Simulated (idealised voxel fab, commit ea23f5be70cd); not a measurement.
Title: Process Module voxel air gaps
Cross-sectional view cut (width: 245 nm; square cell size: 5 nm).
The cross-sections in this document take the form of a grid made of square cells. They are written out as bands, in order from top to bottom. Each band consists of one or more rows of cells. Top height, bottom height, nm. Materials left to right, width each, nm. Single material + "throughout" = fills band edge to edge. "empty" = empty. Basically, 0 is our baseline, since under it the wafer straight out of the box is all one material. The bottom band has no lower end and keeps on going down, so it looks like "0 -> down". Width spec "30..40" -> top row of cells at first value, bottom row at second value, equal per-row change in between. Key: "no change occurred" - step with no changed cell in the cross-section. The list in "Cavities, sealed" covers empty spaces of 8 cells or more that cannot reach the top through any open way, and it gives each as width x height at distance; the distance is from the left edge, and width, height and distance are in nm. If you see something after the settings on a step's line, that's the simulator's own remark about that step. overlay nm: right-of-plan distance of the mask on a masked step; negative values mean left-of-plan.
# These are the steps we planned for the process
step 1: RECEIVE | material Si
step 2: CONFORMAL_DEP | material SiO2 | thk nm 10
step 3: CONFORMAL_DEP | material SiCN | thk nm 5
step 4: DIRECTIONAL_DEP | material SiO2 | thk nm 40
step 5: DIRECTIONAL_DEP | material aC | thk nm 15
step 6: PATTERN | tone open | mask id LINES | material resist | width nm 25 | pitch nm 55 | thk nm 30 | overlay nm 0
step 7: DIRECTIONAL_ETCH | etch materials aC | depth nm 15
step 8: STRIP | etch materials resist
step 9: DIRECTIONAL_ETCH | etch materials SiO2 | depth nm 40
step 10: STRIP | etch materials aC
step 11: CONFORMAL_DEP | material TiN | thk nm 5
step 12: FILL_DEP | material W | thk nm 10
step 13: CMP | height nm 55
step 14: EPI | material Ru | thk nm 10
step 15: SELECTIVE_ETCH | etch materials SiO2 | depth nm 50
step 16: CONFORMAL_DEP | material SiCN | thk nm 5
# As received (post step 1): cross-section
	0 -> down | Si throughout
	Cavities, sealed: none
# Here's the cross-section of the first of our two wafers at the end of the module - it ran as planned
	70 -> 65 | 10 nm empty, then 220 nm SiCN, then 15 nm empty
	65 -> 55 | 10 nm empty, then 5 nm SiCN, then 45 nm Ru, then 10 nm SiCN, then 45 nm Ru, then 10 nm SiCN, then 45 nm Ru, then 10 nm SiCN, then 45 nm Ru, then 5 nm SiCN, then 15 nm empty
	55 -> 50 | 10 nm empty, then 15 nm SiCN, then 5 nm TiN, then 15 nm W, then 5 nm TiN, then 30 nm SiCN, then 5 nm TiN, then 15 nm W, then 5 nm TiN, then 30 nm SiCN, then 5 nm TiN, then 15 nm W, then 5 nm TiN, then 30 nm SiCN, then 5 nm TiN, then 15 nm W, then 5 nm TiN, then 15 nm SiCN, then 15 nm empty
	50 -> 20 | 20 nm empty, then 5 nm SiCN, then 5 nm TiN, then 15 nm W, then 5 nm TiN, then 5 nm SiCN, then 20 nm empty, then 5 nm SiCN, then 5 nm TiN, then 15 nm W, then 5 nm TiN, then 5 nm SiCN, then 20 nm empty, then 5 nm SiCN, then 5 nm TiN, then 15 nm W, then 5 nm TiN, then 5 nm SiCN, then 20 nm empty, then 5 nm SiCN, then 5 nm TiN, then 15 nm W, then 5 nm TiN, then 5 nm SiCN, then 25 nm empty
	20 -> 15 | 25 nm SiCN, then 25 nm TiN, then 30 nm SiCN, then 25 nm TiN, then 30 nm SiCN, then 25 nm TiN, then 30 nm SiCN, then 25 nm TiN, then 30 nm SiCN
	15 -> 10 | SiCN throughout
	10 -> 0 | SiO2 throughout
	0 -> down | Si throughout
	Cavities, sealed: 20 x 30 at 55; 20 x 30 at 110; 20 x 30 at 165
# End-of-module cross-section of the second wafer: identical starting point and process plan to the first, with one processing mistake
	70 -> 65 | 10 nm empty, then 220 nm SiCN, then 15 nm empty
	65 -> 55 | 10 nm empty, then 5 nm SiCN, then 45 nm Ru, then 10 nm SiCN, then 45 nm Ru, then 10 nm SiCN, then 45 nm Ru, then 10 nm SiCN, then 45 nm Ru, then 5 nm SiCN, then 15 nm empty
	55 -> 50 | 10 nm empty, then 15 nm SiCN, then 5 nm TiN, then 15 nm W, then 5 nm TiN, then 30 nm SiCN, then 5 nm TiN, then 15 nm W, then 5 nm TiN, then 30 nm SiCN, then 5 nm TiN, then 15 nm W, then 5 nm TiN, then 30 nm SiCN, then 5 nm TiN, then 15 nm W, then 5 nm TiN, then 15 nm SiCN, then 15 nm empty
	50 -> 20 | 20 nm empty, then 5 nm SiCN, then 5 nm TiN, then 15 nm W, then 5 nm TiN, then 5 nm SiCN, then 20 nm empty, then 5 nm SiCN, then 5 nm TiN, then 15 nm W, then 5 nm TiN, then 5 nm SiCN, then 20 nm empty, then 5 nm SiCN, then 5 nm TiN, then 15 nm W, then 5 nm TiN, then 5 nm SiCN, then 20 nm empty, then 5 nm SiCN, then 5 nm TiN, then 15 nm W, then 5 nm TiN, then 5 nm SiCN, then 25 nm empty
	20 -> 15 | 20 nm empty, then 5 nm SiCN, then 25 nm TiN, then 5 nm SiCN, then 20 nm empty, then 5 nm SiCN, then 25 nm TiN, then 5 nm SiCN, then 20 nm empty, then 5 nm SiCN, then 25 nm TiN, then 5 nm SiCN, then 20 nm empty, then 5 nm SiCN, then 25 nm TiN, then 5 nm SiCN, then 25 nm empty
	15 -> 10 | 20 nm empty, then 15 nm SiCN, then 5 nm SiO2, then 15 nm SiCN, then 20 nm empty, then 15 nm SiCN, then 5 nm SiO2, then 15 nm SiCN, then 20 nm empty, then 15 nm SiCN, then 5 nm SiO2, then 15 nm SiCN, then 20 nm empty, then 15 nm SiCN, then 5 nm SiO2, then 15 nm SiCN, then 25 nm empty
	10 -> 5 | 35 nm SiCN, then 5 nm SiO2, then 50 nm SiCN, then 5 nm SiO2, then 50 nm SiCN, then 5 nm SiO2, then 50 nm SiCN, then 5 nm SiO2, then 40 nm SiCN
	5 -> 0 | SiCN throughout
	0 -> down | Si throughout
	Cavities, sealed: 20 x 40 at 55; 20 x 40 at 110; 20 x 40 at 165
It is concluded that the wafer was processed incorrectly with respect to the plan, in that plan vs actual: 2 and 3 interchanged
End of process, cell counts, second wafer against first, materials with more or fewer: SiCN +48 | SiO2 -90
